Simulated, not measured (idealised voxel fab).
The process module presented herein is designated voxel local oxidation.
Section shown: cut. Width: 220 nm. Cell size: 5 nm, square.
Think of the cross-section as a grid of square cells. We describe it in bands, top to bottom, and each band covers one or more rows of those cells.
A band entry consists of two parts. The first gives the height of the band's top and the height of its bottom, in nm. The rest lists the band's materials from left to right, each with its width in nm. A single material labelled with the word "full width" fills the band from edge to edge, and the word "air" marks empty space.
The reference from which all heights are counted is 0, the level beneath which the as-received wafer is entirely one material; the lowest band, having no lower bound, proceeds downward and is written after the example "top 0, no bottom".
Note: "30..40" means the width goes from the first number (top row of the band) to the second number (bottom row) in equal steps per row of cells.
The designation "no modification", where it is given for a processing step, indicates that no cell of the cross-section was altered in the course of that step.
Each empty space that has no open way to the top and spans at least 8 cells appears under "Unvented voids" as width x height at distance, the distance counted from the left edge, all in nm.
Read whatever lies past the settings on a step's line as the simulator's own remark about the step.
On any step carrying a mask, the "overlay nm" setting, if present on the step's line, tells how far right of its planned place the mask lay; negative values point to the left.

-- Process steps (planned)
1: RECEIVE [material Si]
2: OXIDIZE [depth nm 5]
3: CONFORMAL_DEP [material SiN] [thk nm 15]
4: PATTERN [tone cover] [mask id ACTIVE] [material resist] [width nm 110] [thk nm 15] [overlay nm 0]
5: DIRECTIONAL_ETCH [etch materials SiN] [depth nm 15]
6: STRIP [etch materials resist]
7: SELECTIVE_ETCH [etch materials SiO2] [depth nm 5]
8: OXIDIZE [depth nm 10]
9: STRIP [etch materials SiN]

-- The first of a set of two wafers, run to plan

-- Incoming wafer in cross-section (state: after step 1)
* top 0, no bottom  Si full width
* Unvented voids: none

-- after step 2
* top 0, bottom -5  SiO2 full width
* Below -5, no change.

-- after step 3
* top 15, bottom 0  SiN full width
* Below 0, no change.

-- after step 4
* top 30, bottom 15  air (55), resist (110), air (55)
* Below 15, no change.

-- after step 5
* top 30, bottom 15  air (55), resist (110), air (55)
* top 15, bottom 0  air (55), SiN (110), air (55)
* Below 0, no change.

-- after step 6
* top 15, bottom 0  air (55), SiN (110), air (55)
* Below 0, no change.

-- after step 7
* top 15, bottom 0  air (55), SiN (110), air (55)
* top 0, bottom -5  air (60), SiO2 (100), air (60)
* Below -5, no change.

-- after step 8
* top 15, bottom 0  air (55), SiN (110), air (55)
* top 0, bottom -5  air (60), SiO2 (100), air (60)
* top -5, bottom -15  SiO2 (70), Si (80), SiO2 (70)
* Below -15, no change.

-- after step 9
* top 0, bottom -5  air (60), SiO2 (100), air (60)
* Below -5, no change.

-- Now the other wafer: same start, same recipe, but we messed up one thing when running it. Up to and including step 8 it's the same as the first one

-- Cross-section, second wafer, at the end time the plan gives for step 9
* top 0, bottom -5  air (60), SiO2 (100), air (60)
* Below -5, no change.
Finding, execution versus plan: the plan had its step 9 run twice
It should be noted that the final cross-sections of the two wafers coincide, and the mistake therefore has no effect on the output of this model.
